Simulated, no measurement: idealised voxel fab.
process module | voxel self aligned vias
cross-section cut | 295 nm wide | cells 5 nm
A cross-section is a grid of square cells, given in bands from the top down. A band is one or more rows of cells.
Each band's line starts with the height of the band's top and of its bottom, in nm. Then come its materials from left to right, each with its width in nm. One material with "throughout" fills the band from edge to edge. "air" is empty space.
Height 0 is the level under which the wafer as received is all one material. The lowest band goes on downwards, as in "0 down".
A width such as "30 to 40" changes by the same amount from each row of cells to the next, from the band's top row to its bottom row.
"no change" after a step means that no cell of the cross-section changed.
closed voids: empty space of 8 cells or more with no open way to the top, each as width x height at its distance from the left edge, in nm
after a step's settings: what the simulator itself notes on the step
overlay nm, on a step with a mask: how far to the right of its planned place the mask lay; to the left if negative
plan
1 op RECEIVE | material Si
2 op CONFORMAL_DEP | material SiO2 | thk nm 10
3 op CONFORMAL_DEP | material SiCN | thk nm 5
4 op DIRECTIONAL_DEP | material SiO2 | thk nm 30
5 op MASKED_ETCH | tone open | mask id LINES | width nm 25 | pitch nm 65 | etch materials SiO2 | depth nm 30 | overlay nm 0
6 op CONFORMAL_DEP | material TiN | thk nm 5
7 op FILL_DEP | material W | thk nm 10
8 op CMP | height nm 45
9 op SELECTIVE_ETCH | etch materials W Ru TiN | depth nm 10
10 op FILL_DEP | material SiN | thk nm 5
11 op CMP | height nm 45
12 op DIRECTIONAL_DEP | material SiO2 | thk nm 15
13 op PATTERN | tone open | mask id VIAS | material resist | width nm 35 | pitch nm 130 | thk nm 15 | overlay nm 0
14 op DIRECTIONAL_ETCH | etch materials SiO2 | depth nm 15
15 op DIRECTIONAL_ETCH | etch materials SiN | depth nm 10
16 op STRIP | etch materials resist
17 op CONFORMAL_DEP | material TiN | thk nm 5
18 op FILL_DEP | material Ru | thk nm 10
19 op CMP | height nm 60
20 op CONFORMAL_DEP | material SiCN | thk nm 5
first wafer, as planned
as received, after step 1
  0 down: Si throughout
  closed voids: none
after step 2
  10 to 0: SiO2 throughout
  below 0: unchanged
after step 3
  15 to 10: SiCN throughout
  below 10: unchanged
after step 4
  45 to 15: SiO2 throughout
  below 15: unchanged
after step 5
  45 to 15: SiO2 70 | air 25 | SiO2 40 | air 25 | SiO2 40 | air 25 | SiO2 70
  below 15: unchanged
after step 6
  50 to 45: TiN 75 | air 15 | TiN 50 | air 15 | TiN 50 | air 15 | TiN 75
  45 to 20: SiO2 70 | TiN 5 | air 15 | TiN 5 | SiO2 40 | TiN 5 | air 15 | TiN 5 | SiO2 40 | TiN 5 | air 15 | TiN 5 | SiO2 70
  20 to 15: SiO2 70 | TiN 25 | SiO2 40 | TiN 25 | SiO2 40 | TiN 25 | SiO2 70
  below 15: unchanged
after step 7
  60 to 50: W throughout
  50 to 45: TiN 75 | W 15 | TiN 50 | W 15 | TiN 50 | W 15 | TiN 75
  45 to 20: SiO2 70 | TiN 5 | W 15 | TiN 5 | SiO2 40 | TiN 5 | W 15 | TiN 5 | SiO2 40 | TiN 5 | W 15 | TiN 5 | SiO2 70
  below 20: unchanged
after step 8
  45 to 20: SiO2 70 | TiN 5 | W 15 | TiN 5 | SiO2 40 | TiN 5 | W 15 | TiN 5 | SiO2 40 | TiN 5 | W 15 | TiN 5 | SiO2 70
  below 20: unchanged
after step 9
  45 to 35: SiO2 70 | air 25 | SiO2 40 | air 25 | SiO2 40 | air 25 | SiO2 70
  below 35: unchanged
after step 10
  50 to 45: SiN throughout
  45 to 35: SiO2 70 | SiN 25 | SiO2 40 | SiN 25 | SiO2 40 | SiN 25 | SiO2 70
  below 35: unchanged
after step 11
  45 to 35: SiO2 70 | SiN 25 | SiO2 40 | SiN 25 | SiO2 40 | SiN 25 | SiO2 70
  below 35: unchanged
after step 12
  60 to 45: SiO2 throughout
  below 45: unchanged
after step 13
  75 to 60: resist 65 | air 35 | resist 95 | air 35 | resist 65
  below 60: unchanged
after step 14
  75 to 60: resist 65 | air 35 | resist 95 | air 35 | resist 65
  60 to 45: SiO2 65 | air 35 | SiO2 95 | air 35 | SiO2 65
  below 45: unchanged
after step 15
  75 to 60: resist 65 | air 35 | resist 95 | air 35 | resist 65
  60 to 45: SiO2 65 | air 35 | SiO2 95 | air 35 | SiO2 65
  45 to 35: SiO2 70 | air 25 | SiO2 40 | SiN 25 | SiO2 40 | air 25 | SiO2 70
  below 35: unchanged
after step 16
  60 to 45: SiO2 65 | air 35 | SiO2 95 | air 35 | SiO2 65
  below 45: unchanged
after step 17
  65 to 60: TiN 70 | air 25 | TiN 105 | air 25 | TiN 70
  60 to 50: SiO2 65 | TiN 5 | air 25 | TiN 5 | SiO2 95 | TiN 5 | air 25 | TiN 5 | SiO2 65
  50 to 45: SiO2 65 | TiN 10 | air 15 | TiN 10 | SiO2 95 | TiN 10 | air 15 | TiN 10 | SiO2 65
  45 to 40: SiO2 70 | TiN 5 | air 15 | TiN 5 | SiO2 40 | SiN 25 | SiO2 40 | TiN 5 | air 15 | TiN 5 | SiO2 70
  40 to 35: SiO2 70 | TiN 25 | SiO2 40 | SiN 25 | SiO2 40 | TiN 25 | SiO2 70
  below 35: unchanged
after step 18
  75 to 65: Ru throughout
  65 to 60: TiN 70 | Ru 25 | TiN 105 | Ru 25 | TiN 70
  60 to 50: SiO2 65 | TiN 5 | Ru 25 | TiN 5 | SiO2 95 | TiN 5 | Ru 25 | TiN 5 | SiO2 65
  50 to 45: SiO2 65 | TiN 10 | Ru 15 | TiN 10 | SiO2 95 | TiN 10 | Ru 15 | TiN 10 | SiO2 65
  45 to 40: SiO2 70 | TiN 5 | Ru 15 | TiN 5 | SiO2 40 | SiN 25 | SiO2 40 | TiN 5 | Ru 15 | TiN 5 | SiO2 70
  below 40: unchanged
after step 19
  60 to 50: SiO2 65 | TiN 5 | Ru 25 | TiN 5 | SiO2 95 | TiN 5 | Ru 25 | TiN 5 | SiO2 65
  below 50: unchanged
after step 20
  65 to 60: SiCN throughout
  below 60: unchanged
second wafer: like start, like plan, one mistake. Through step 12 it matches the first wafer
when step 13 should have ended
  75 to 60: resist 75 | air 35 | resist 95 | air 35 | resist 55
  below 60: unchanged
when step 14 should have ended
  75 to 60: resist 75 | air 35 | resist 95 | air 35 | resist 55
  60 to 45: SiO2 75 | air 35 | SiO2 95 | air 35 | SiO2 55
  below 45: unchanged
when step 15 should have ended
  75 to 60: resist 75 | air 35 | resist 95 | air 35 | resist 55
  60 to 45: SiO2 75 | air 35 | SiO2 95 | air 35 | SiO2 55
  45 to 35: SiO2 70 | SiN 5 | air 20 | SiO2 40 | SiN 25 | SiO2 40 | SiN 5 | air 20 | SiO2 70
  below 35: unchanged
when step 16 should have ended
  60 to 45: SiO2 75 | air 35 | SiO2 95 | air 35 | SiO2 55
  below 45: unchanged
when step 17 should have ended
  65 to 60: TiN 80 | air 25 | TiN 105 | air 25 | TiN 60
  60 to 50: SiO2 75 | TiN 5 | air 25 | TiN 5 | SiO2 95 | TiN 5 | air 25 | TiN 5 | SiO2 55
  50 to 45: SiO2 75 | TiN 5 | air 10 | TiN 20 | SiO2 95 | TiN 5 | air 10 | TiN 20 | SiO2 55
  45 to 40: SiO2 70 | SiN 5 | TiN 5 | air 10 | TiN 5 | SiO2 40 | SiN 25 | SiO2 40 | SiN 5 | TiN 5 | air 10 | TiN 5 | SiO2 70
  40 to 35: SiO2 70 | SiN 5 | TiN 20 | SiO2 40 | SiN 25 | SiO2 40 | SiN 5 | TiN 20 | SiO2 70
  below 35: unchanged
when step 18 should have ended
  75 to 65: Ru throughout
  65 to 60: TiN 80 | Ru 25 | TiN 105 | Ru 25 | TiN 60
  60 to 50: SiO2 75 | TiN 5 | Ru 25 | TiN 5 | SiO2 95 | TiN 5 | Ru 25 | TiN 5 | SiO2 55
  50 to 45: SiO2 75 | TiN 5 | Ru 10 | TiN 20 | SiO2 95 | TiN 5 | Ru 10 | TiN 20 | SiO2 55
  45 to 40: SiO2 70 | SiN 5 | TiN 5 | Ru 10 | TiN 5 | SiO2 40 | SiN 25 | SiO2 40 | SiN 5 | TiN 5 | Ru 10 | TiN 5 | SiO2 70
  below 40: unchanged
when step 19 should have ended
  60 to 50: SiO2 75 | TiN 5 | Ru 25 | TiN 5 | SiO2 95 | TiN 5 | Ru 25 | TiN 5 | SiO2 55
  below 50: unchanged
when step 20 should have ended
  65 to 60: SiCN throughout
  below 60: unchanged
what went wrong: step 13 ran as: op PATTERN | tone open | mask id VIAS | material resist | width nm 35 | pitch nm 130 | thk nm 15 | overlay nm 10
at the end the second wafer has, in cells: 4 fewer of Ru | 4 more of SiN
